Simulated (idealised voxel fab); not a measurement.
Herein follows the process module entitled voxel capacitor over wiring.
Pictured: cross-section cut, 240 nm wide, on a grid of 5 nm square cells.
Square cells in a grid make up a cross-section in this document, and the grid is given as bands, listed from the top down, each one or more rows of cells.
Heads up on the band format: heights come first, top then bottom, in nm. After that it's the materials left to right, each with its width in nm. A single material flagged "everywhere" fills the whole band edge to edge, and "air" means there's empty space there.
The level at which height equals 0 is the one under which the wafer, as it arrives, is entirely one material. No lower edge exists for the bottom band, which continues downward and is notated as in "0..down".
It should be noted that a width expressed as "30->40" varies in equal increments from row to row of cells within the band, taking the value of the first number at the top row and that of the second number at the bottom row.
It should be understood that the words "remains unaltered", when stated for a given step, signify that the cross-section underwent no change in any of its cells during that step.
For the entry "Voids, fully enclosed", the listed items are empty spaces with no open way to the top whose size is 8 cells or more; each item follows the pattern width x height at distance, where distance is from the left edge and all three are in nm.
Read whatever lies past the settings on a step's line as the simulator's own remark about the step.
"overlay nm" answers the question of how far to the right of plan the mask lay on a step that has a mask, and when it is negative the answer is to the left.

Below is the list of planned process steps
1: RECEIVE: material Si
2: CONFORMAL_DEP: material SiO2, thk nm 15
3: DIRECTIONAL_DEP: material TiN, thk nm 5
4: DIRECTIONAL_DEP: material W, thk nm 15
5: MASKED_ETCH: tone cover, mask id METAL_1, width nm 30, pitch nm 90, etch materials W, depth nm 15, overlay nm 0
6: MASKED_ETCH: tone cover, mask id METAL_1, width nm 30, pitch nm 90, etch materials TiN, depth nm 5, overlay nm 0
7: FILL_DEP: material SiO2, thk nm 10
8: CMP: height nm 35
9: CONFORMAL_DEP: material SiCN, thk nm 5
10: DIRECTIONAL_DEP: material lowk, thk nm 20
11: PATTERN: tone open, mask id PLUG_1, material resist, width nm 15, thk nm 20, overlay nm 0
12: DIRECTIONAL_ETCH: etch materials lowk, depth nm 20
13: DIRECTIONAL_ETCH: etch materials SiCN, depth nm 5
14: STRIP: etch materials resist
15: EPI: material Ru, thk nm 10
16: EPI: material Ru, thk nm 10
17: EPI: material Ru, thk nm 5
18: DIRECTIONAL_DEP: material TiN, thk nm 5
19: DIRECTIONAL_DEP: material SiN, thk nm 5
20: DIRECTIONAL_DEP: material TiN, thk nm 10
21: PATTERN: tone cover, mask id UPPER_PLATE, material resist, width nm 65, thk nm 15, overlay nm 0
22: DIRECTIONAL_ETCH: etch materials TiN, depth nm 10
23: DIRECTIONAL_ETCH: etch materials SiN, depth nm 5
24: STRIP: etch materials resist
25: MASKED_ETCH: tone cover, mask id LOWER_PLATE, width nm 75, etch materials TiN, depth nm 5, overlay nm 0
26: FILL_DEP: material SiO2, thk nm 15
27: CMP: height nm 90
28: DIRECTIONAL_DEP: material aC, thk nm 10
29: PATTERN: tone open, mask id PLUG_2, material resist, width nm 15, thk nm 25, overlay nm 0
30: DIRECTIONAL_ETCH: etch materials aC, depth nm 10
31: STRIP: etch materials resist
32: DIRECTIONAL_ETCH: etch materials SiO2, depth nm 10
33: STRIP: etch materials aC
34: CONFORMAL_DEP: material TiN, thk nm 5
35: FILL_DEP: material Ru, thk nm 5
36: CMP: height nm 90
37: CONFORMAL_DEP: material SiN, thk nm 5

Wafer as received: cross-section following step 1
> 0..down = Si everywhere
> Voids, fully enclosed: none

Wafer at module end, in section. Began as above, planned as above, run with one mistake
> 95..90 = SiN everywhere
> 90..85 = SiO2 85 nm  TiN 5 nm  Ru 5 nm  TiN 5 nm  SiO2 140 nm
> 85..80 = SiO2 85 nm  TiN 15 nm  SiO2 140 nm
> 80..70 = SiO2 75 nm  TiN 65 nm  SiO2 100 nm
> 70..65 = SiO2 75 nm  SiN 65 nm  SiO2 100 nm
> 65..60 = SiO2 70 nm  TiN 75 nm  SiO2 95 nm
> 60..40 = lowk 75 nm  Ru 20 nm  lowk 145 nm
> 40..35 = SiCN 75 nm  Ru 20 nm  SiCN 145 nm
> 35..20 = SiO2 60 nm  W 30 nm  SiO2 60 nm  W 30 nm  SiO2 60 nm
> 20..15 = SiO2 60 nm  TiN 30 nm  SiO2 60 nm  TiN 30 nm  SiO2 60 nm
> 15..0 = SiO2 everywhere
> 0..down = Si everywhere
> Voids, fully enclosed: none
Processing error: step 11 deviated from plan and actually ran as PATTERN: tone open, mask id PLUG_1, material resist, width nm 20, thk nm 20, overlay nm 0
